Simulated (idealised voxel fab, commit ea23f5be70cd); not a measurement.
Documented hereafter: the process module known as voxel wiring stack.
Square cell edge 5 nm, section width 145 nm, ID cut.
Cross-sections here: square-cell grids, written as top-down lists of bands, a band being one or more rows of cells. In this notation a band is specified by the heights of its top and bottom, in that order and in nm, after which its materials appear from left to right, each paired with its width in nm. The word "edge to edge" attached to a single material means that material fills the band from edge to edge; the word "empty" stands for empty space. Below 0: as-received wafer, all one material; heights counted from there. Lowest band: no bottom, goes on down, written "0 nm and below". With a width like "30..40", each row of cells in the band differs from the next by the same amount, the top row carrying the first number and the bottom row the second. "remains unaltered" means the step left every cell of the cross-section as it was. So "Closed empty spaces" is basically the list of trapped voids: any empty space of 8 cells or more that can't reach the top through an opening. They're written width x height at distance, the distance being from the left edge, and it's all nm. What comes after the settings on a step's line is commentary from the simulator itself on that step. overlay nm: how far to the right of its planned place the mask lay on this masked step (negative: to the left).
The process steps that were planned are listed below
step 1: RECEIVE | material Si
step 2: CONFORMAL_DEP | material SiO2 | thk nm 15
step 3: CONFORMAL_DEP | material SiN | thk nm 5
step 4: DIRECTIONAL_DEP | material lowk | thk nm 15
step 5: PATTERN | tone open | mask id METAL_1 | material resist | width nm 25 | pitch nm 45 | thk nm 20 | overlay nm 0
step 6: DIRECTIONAL_ETCH | etch materials lowk | depth nm 15
step 7: DIRECTIONAL_ETCH | etch materials SiN | depth nm 5
step 8: STRIP | etch materials resist
step 9: CONFORMAL_DEP | material TiN | thk nm 5
step 10: FILL_DEP | material W | thk nm 5
step 11: CMP | height nm 35
step 12: CONFORMAL_DEP | material SiCN | thk nm 5
step 13: DIRECTIONAL_DEP | material lowk | thk nm 15
step 14: PATTERN | tone open | mask id PLUG_1 | material resist | width nm 15 | thk nm 20 | overlay nm 0
step 15: DIRECTIONAL_ETCH | etch materials lowk | depth nm 15
step 16: DIRECTIONAL_ETCH | etch materials SiCN | depth nm 5
step 17: STRIP | etch materials resist
step 18: EPI | material Ru | thk nm 10
step 19: EPI | material Ru | thk nm 10
step 20: DIRECTIONAL_DEP | material TiN | thk nm 5
step 21: DIRECTIONAL_DEP | material W | thk nm 25
step 22: DIRECTIONAL_DEP | material aC | thk nm 15
step 23: PATTERN | tone cover | mask id METAL_2 | material resist | width nm 25 | pitch nm 45 | thk nm 35 | overlay nm 0
step 24: DIRECTIONAL_ETCH | etch materials aC | depth nm 15
step 25: STRIP | etch materials resist
step 26: DIRECTIONAL_ETCH | etch materials W | depth nm 25
step 27: DIRECTIONAL_ETCH | etch materials TiN | depth nm 5
step 28: STRIP | etch materials aC
step 29: FILL_DEP | material lowk | thk nm 5
step 30: CMP | height nm 85
step 31: CONFORMAL_DEP | material SiN | thk nm 5
The first of two wafers, run as planned
So this is the incoming wafer in cross-section - it's already been through step 1
0 nm and below = Si edge to edge
Closed empty spaces: none
Take a look at the wafer's cross-section after step 2
15 nm to 0 nm = SiO2 edge to edge
For the remainder of the cross-section, below 0, there is no change.
Take a look at the wafer's cross-section after step 3
20 nm to 15 nm = SiN edge to edge
For the remainder of the cross-section, below 15, there is no change.
Take a look at the wafer's cross-section after step 4
35 nm to 20 nm = lowk edge to edge
For the remainder of the cross-section, below 20, there is no change.
Take a look at the wafer's cross-section after step 5
55 nm to 35 nm = resist: 35, empty: 25, resist: 20, empty: 25, resist: 40
For the remainder of the cross-section, below 35, there is no change.
Take a look at the wafer's cross-section after step 6
55 nm to 35 nm = resist: 35, empty: 25, resist: 20, empty: 25, resist: 40
35 nm to 20 nm = lowk: 35, empty: 25, lowk: 20, empty: 25, lowk: 40
For the remainder of the cross-section, below 20, there is no change.
Take a look at the wafer's cross-section after step 7
55 nm to 35 nm = resist: 35, empty: 25, resist: 20, empty: 25, resist: 40
35 nm to 20 nm = lowk: 35, empty: 25, lowk: 20, empty: 25, lowk: 40
20 nm to 15 nm = SiN: 35, empty: 25, SiN: 20, empty: 25, SiN: 40
For the remainder of the cross-section, below 15, there is no change.
Take a look at the wafer's cross-section after step 8
35 nm to 20 nm = lowk: 35, empty: 25, lowk: 20, empty: 25, lowk: 40
For the remainder of the cross-section, below 20, there is no change.
Take a look at the wafer's cross-section after step 9
40 nm to 35 nm = TiN: 40, empty: 15, TiN: 30, empty: 15, TiN: 45
35 nm to 20 nm = lowk: 35, TiN: 5, empty: 15, TiN: 5, lowk: 20, TiN: 5, empty: 15, TiN: 5, lowk: 40
20 nm to 15 nm = SiN: 35, TiN: 25, SiN: 20, TiN: 25, SiN: 40
For the remainder of the cross-section, below 15, there is no change.
Take a look at the wafer's cross-section after step 10
45 nm to 40 nm = W edge to edge
40 nm to 35 nm = TiN: 40, W: 15, TiN: 30, W: 15, TiN: 45
35 nm to 20 nm = lowk: 35, TiN: 5, W: 15, TiN: 5, lowk: 20, TiN: 5, W: 15, TiN: 5, lowk: 40
For the remainder of the cross-section, below 20, there is no change.
Take a look at the wafer's cross-section after step 11
35 nm to 20 nm = lowk: 35, TiN: 5, W: 15, TiN: 5, lowk: 20, TiN: 5, W: 15, TiN: 5, lowk: 40
For the remainder of the cross-section, below 20, there is no change.
Take a look at the wafer's cross-section after step 12
40 nm to 35 nm = SiCN edge to edge
For the remainder of the cross-section, below 35, there is no change.
Take a look at the wafer's cross-section after step 13
55 nm to 40 nm = lowk edge to edge
For the remainder of the cross-section, below 40, there is no change.
Take a look at the wafer's cross-section after step 14
75 nm to 55 nm = resist: 35, empty: 15, resist: 95
For the remainder of the cross-section, below 55, there is no change.
Take a look at the wafer's cross-section after step 15
75 nm to 55 nm = resist: 35, empty: 15, resist: 95
55 nm to 40 nm = lowk: 35, empty: 15, lowk: 95
For the remainder of the cross-section, below 40, there is no change.
Take a look at the wafer's cross-section after step 16
75 nm to 55 nm = resist: 35, empty: 15, resist: 95
55 nm to 40 nm = lowk: 35, empty: 15, lowk: 95
40 nm to 35 nm = SiCN: 35, empty: 15, SiCN: 95
For the remainder of the cross-section, below 35, there is no change.
Take a look at the wafer's cross-section after step 17
55 nm to 40 nm = lowk: 35, empty: 15, lowk: 95
For the remainder of the cross-section, below 40, there is no change.
Take a look at the wafer's cross-section after step 18
55 nm to 45 nm = lowk: 35, empty: 15, lowk: 95
45 nm to 40 nm = lowk: 35, Ru: 15, lowk: 95
40 nm to 35 nm = SiCN: 35, Ru: 15, SiCN: 95
For the remainder of the cross-section, below 35, there is no change.
Take a look at the wafer's cross-section after step 19
55 nm to 40 nm = lowk: 35, Ru: 15, lowk: 95
For the remainder of the cross-section, below 40, there is no change.
Take a look at the wafer's cross-section after step 20
60 nm to 55 nm = TiN edge to edge
For the remainder of the cross-section, below 55, there is no change.
Take a look at the wafer's cross-section after step 21
85 nm to 60 nm = W edge to edge
For the remainder of the cross-section, below 60, there is no change.
Take a look at the wafer's cross-section after step 22
100 nm to 85 nm = aC edge to edge
For the remainder of the cross-section, below 85, there is no change.
Take a look at the wafer's cross-section after step 23
135 nm to 100 nm = empty: 35, resist: 25, empty: 20, resist: 25, empty: 40
For the remainder of the cross-section, below 100, there is no change.
Take a look at the wafer's cross-section after step 24
120 nm to 100 nm = empty: 35, resist: 25, empty: 20, resist: 25, empty: 40
100 nm to 85 nm = empty: 35, aC: 25, empty: 20, aC: 25, empty: 40
For the remainder of the cross-section, below 85, there is no change.
Take a look at the wafer's cross-section after step 25
100 nm to 85 nm = empty: 35, aC: 25, empty: 20, aC: 25, empty: 40
For the remainder of the cross-section, below 85, there is no change.
Take a look at the wafer's cross-section after step 26
100 nm to 85 nm = empty: 35, aC: 25, empty: 20, aC: 25, empty: 40
85 nm to 60 nm = empty: 35, W: 25, empty: 20, W: 25, empty: 40
For the remainder of the cross-section, below 60, there is no change.
Take a look at the wafer's cross-section after step 27
100 nm to 85 nm = empty: 35, aC: 25, empty: 20, aC: 25, empty: 40
85 nm to 60 nm = empty: 35, W: 25, empty: 20, W: 25, empty: 40
60 nm to 55 nm = empty: 35, TiN: 25, empty: 20, TiN: 25, empty: 40
For the remainder of the cross-section, below 55, there is no change.
Take a look at the wafer's cross-section after step 28
85 nm to 60 nm = empty: 35, W: 25, empty: 20, W: 25, empty: 40
For the remainder of the cross-section, below 60, there is no change.
Take a look at the wafer's cross-section after step 29
90 nm to 85 nm = lowk edge to edge
85 nm to 60 nm = lowk: 35, W: 25, lowk: 20, W: 25, lowk: 40
60 nm to 55 nm = lowk: 35, TiN: 25, lowk: 20, TiN: 25, lowk: 40
For the remainder of the cross-section, below 55, there is no change.
Take a look at the wafer's cross-section after step 30
85 nm to 60 nm = lowk: 35, W: 25, lowk: 20, W: 25, lowk: 40
For the remainder of the cross-section, below 60, there is no change.
Take a look at the wafer's cross-section after step 31
90 nm to 85 nm = SiN edge to edge
For the remainder of the cross-section, below 85, there is no change.
What follows concerns the second wafer, which started out like the first and was meant to follow the very same plan; one mistake crept in when it was run, but everything up to and including step 13 is the same as for the first wafer
What the second wafer looks like in cross-section when step 14 should have wrapped up
75 nm to 55 nm = empty: 35, resist: 15, empty: 95
For the remainder of the cross-section, below 55, there is no change.
What the second wafer looks like in cross-section when step 15 should have wrapped up
75 nm to 55 nm = empty: 35, resist: 15, empty: 95
55 nm to 40 nm = empty: 35, lowk: 15, empty: 95
For the remainder of the cross-section, below 40, there is no change.
What the second wafer looks like in cross-section when step 16 should have wrapped up
75 nm to 55 nm = empty: 35, resist: 15, empty: 95
55 nm to 40 nm = empty: 35, lowk: 15, empty: 95
40 nm to 35 nm = empty: 35, SiCN: 15, empty: 95
For the remainder of the cross-section, below 35, there is no change.
What the second wafer looks like in cross-section when step 17 should have wrapped up
55 nm to 40 nm = empty: 35, lowk: 15, empty: 95
For the remainder of the cross-section, below 40, there is no change.
What the second wafer looks like in cross-section when step 18 should have wrapped up
55 nm to 45 nm = empty: 35, lowk: 15, empty: 95
45 nm to 40 nm = empty: 35, lowk: 15, Ru: 65, empty: 30
40 nm to 35 nm = empty: 35, SiCN: 15, Ru: 65, empty: 30
For the remainder of the cross-section, below 35, there is no change.
What the second wafer looks like in cross-section when step 19 should have wrapped up
55 nm to 40 nm = empty: 35, lowk: 15, Ru: 75, empty: 20
40 nm to 35 nm = empty: 35, SiCN: 15, Ru: 75, empty: 20
For the remainder of the cross-section, below 35, there is no change.
What the second wafer looks like in cross-section when step 20 should have wrapped up
60 nm to 55 nm = empty: 35, TiN: 90, empty: 20
55 nm to 40 nm = empty: 35, lowk: 15, Ru: 75, empty: 20
40 nm to 35 nm = TiN: 35, SiCN: 15, Ru: 75, TiN: 20
For the remainder of the cross-section, below 35, there is no change.
What the second wafer looks like in cross-section when step 21 should have wrapped up
85 nm to 65 nm = empty: 35, W: 90, empty: 20
65 nm to 60 nm = W edge to edge
60 nm to 55 nm = W: 35, TiN: 90, W: 20
55 nm to 40 nm = W: 35, lowk: 15, Ru: 75, W: 20
For the remainder of the cross-section, below 40, there is no change.
What the second wafer looks like in cross-section when step 22 should have wrapped up
100 nm to 85 nm = empty: 35, aC: 90, empty: 20
85 nm to 80 nm = empty: 35, W: 90, empty: 20
80 nm to 65 nm = aC: 35, W: 90, aC: 20
For the remainder of the cross-section, below 65, there is no change.
What the second wafer looks like in cross-section when step 23 should have wrapped up
135 nm to 100 nm = empty: 35, resist: 25, empty: 20, resist: 25, empty: 40
For the remainder of the cross-section, below 100, there is no change.
What the second wafer looks like in cross-section when step 24 should have wrapped up
120 nm to 100 nm = empty: 35, resist: 25, empty: 20, resist: 25, empty: 40
100 nm to 85 nm = empty: 35, aC: 25, empty: 20, aC: 25, empty: 40
85 nm to 65 nm = empty: 35, W: 90, empty: 20
For the remainder of the cross-section, below 65, there is no change.
What the second wafer looks like in cross-section when step 25 should have wrapped up
100 nm to 85 nm = empty: 35, aC: 25, empty: 20, aC: 25, empty: 40
For the remainder of the cross-section, below 85, there is no change.
What the second wafer looks like in cross-section when step 26 should have wrapped up
100 nm to 85 nm = empty: 35, aC: 25, empty: 20, aC: 25, empty: 40
85 nm to 60 nm = empty: 35, W: 25, empty: 20, W: 25, empty: 40
60 nm to 55 nm = empty: 35, TiN: 90, empty: 20
55 nm to 40 nm = empty: 35, lowk: 15, Ru: 75, empty: 20
For the remainder of the cross-section, below 40, there is no change.
What the second wafer looks like in cross-section when step 27 should have wrapped up
100 nm to 85 nm = empty: 35, aC: 25, empty: 20, aC: 25, empty: 40
85 nm to 60 nm = empty: 35, W: 25, empty: 20, W: 25, empty: 40
60 nm to 55 nm = empty: 35, TiN: 25, empty: 20, TiN: 25, empty: 40
55 nm to 40 nm = empty: 35, lowk: 15, Ru: 75, empty: 20
40 nm to 35 nm = empty: 35, SiCN: 15, Ru: 75, empty: 20
For the remainder of the cross-section, below 35, there is no change.
What the second wafer looks like in cross-section when step 28 should have wrapped up
85 nm to 60 nm = empty: 35, W: 25, empty: 20, W: 25, empty: 40
For the remainder of the cross-section, below 60, there is no change.
What the second wafer looks like in cross-section when step 29 should have wrapped up
90 nm to 85 nm = lowk edge to edge
85 nm to 60 nm = lowk: 35, W: 25, lowk: 20, W: 25, lowk: 40
60 nm to 55 nm = lowk: 35, TiN: 25, lowk: 20, TiN: 25, lowk: 40
55 nm to 40 nm = lowk: 50, Ru: 75, lowk: 20
40 nm to 35 nm = lowk: 35, SiCN: 15, Ru: 75, lowk: 20
For the remainder of the cross-section, below 35, there is no change.
What the second wafer looks like in cross-section when step 30 should have wrapped up
85 nm to 60 nm = lowk: 35, W: 25, lowk: 20, W: 25, lowk: 40
For the remainder of the cross-section, below 60, there is no change.
What the second wafer looks like in cross-section when step 31 should have wrapped up
90 nm to 85 nm = SiN edge to edge
For the remainder of the cross-section, below 85, there is no change.
Heads up, the wafer didn't run the way we planned it: step 14, actual vs plan mismatch, actual run PATTERN | tone cover | mask id PLUG_1 | material resist | width nm 15 | thk nm 20 | overlay nm 0
Heads up, by the end the second wafer has more or fewer cells of some materials compared to the first: Ru: 48 more; SiCN: 23 fewer; lowk: 25 fewer
